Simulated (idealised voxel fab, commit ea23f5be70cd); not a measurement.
voxel air gaps: a process module
FYI the section here is cut, 285 nm wide, cells are 5 nm squares.
Reading order for cross-sections: top band down to bottom band. Underlying form: a grid of square cells. Band size: one or more rows of cells. This entry defines a band. It first specifies the height of the band's top and the height of its bottom in nm, and then specifies the band's materials from left to right, stating each material with its width in nm. The word "all across" identifies a single material that fills the band from edge to edge, while the word "blank" identifies empty space. Height is counted from the level 0, under which the received wafer is composed throughout of one material. The lowest of the bands is not closed at the bottom but continues downward, in the notation "from 0 down". So if you see something like "30->40" for the width, read it as the top row of the band sitting at the first number and the bottom row at the second, with every row in between moving by the same amount as the last. A step reported as "changes: none" is a step in which no cell of the cross-section changed. "Sealed-off cavities" contains a list of empty spaces, each no smaller than 8 cells and without an open way to the top, written in the form width x height at distance with the distance from the left edge and all three in nm. That trailing text on a step's line, after the settings, is the simulator's own remark on the step. "overlay nm", when on a step's line for a step with a mask, measures how far to the right of its planned place the mask lay; a negative measure means to the left.

So here's the lineup of process steps we planned
1. RECEIVE (material Si)
2. CONFORMAL_DEP (material SiO2; thk nm 10)
3. CONFORMAL_DEP (material SiN; thk nm 5)
4. DIRECTIONAL_DEP (material SiO2; thk nm 30)
5. DIRECTIONAL_DEP (material aC; thk nm 15)
6. PATTERN (tone open; mask id LINES; material resist; width nm 25; pitch nm 50; thk nm 30; overlay nm 0)
7. DIRECTIONAL_ETCH (etch materials aC; depth nm 15)
8. STRIP (etch materials resist)
9. DIRECTIONAL_ETCH (etch materials SiO2; depth nm 30)
10. STRIP (etch materials aC)
11. CONFORMAL_DEP (material TiN; thk nm 5)
12. FILL_DEP (material Cu; thk nm 5)
13. CMP (height nm 45)
14. EPI (material Ru; thk nm 10)
15. SELECTIVE_ETCH (etch materials SiO2; depth nm 40)
16. CONFORMAL_DEP (material SiN; thk nm 5)

Step 1 complete: cross-section of the wafer as received
from 0 down = Si all across
Sealed-off cavities: none

The cross-section shown corresponds to the wafer at the conclusion of the module. The initial structure and the process plan are those presented above; however, one mistake occurred in executing the plan
from 60 to 55 = SiN all across
from 55 to 45 = Ru (65)  SiN (5)  Ru (45)  SiN (5)  Ru (45)  SiN (5)  Ru (45)  SiN (5)  Ru (65)
from 45 to 40 = Cu (50)  TiN (5)  SiN (25)  TiN (5)  Cu (15)  TiN (5)  SiN (25)  TiN (5)  Cu (15)  TiN (5)  SiN (25)  TiN (5)  Cu (15)  TiN (5)  SiN (25)  TiN (5)  Cu (50)
from 40 to 20 = Cu (50)  TiN (5)  SiN (5)  blank (15)  SiN (5)  TiN (5)  Cu (15)  TiN (5)  SiN (5)  blank (15)  SiN (5)  TiN (5)  Cu (15)  TiN (5)  SiN (5)  blank (15)  SiN (5)  TiN (5)  Cu (15)  TiN (5)  SiN (5)  blank (15)  SiN (5)  TiN (5)  Cu (50)
from 20 to 15 = TiN (55)  SiN (25)  TiN (25)  SiN (25)  TiN (25)  SiN (25)  TiN (25)  SiN (25)  TiN (55)
from 15 to 10 = SiN all across
from 10 to 0 = SiO2 all across
from 0 down = Si all across
Sealed-off cavities: 15 x 20 at 60; 15 x 20 at 110; 15 x 20 at 160; 15 x 20 at 210
Short version of what went wrong: step 6 was not run as planned; what actually ran was PATTERN (tone cover; mask id LINES; material resist; width nm 25; pitch nm 50; thk nm 30; overlay nm 0)
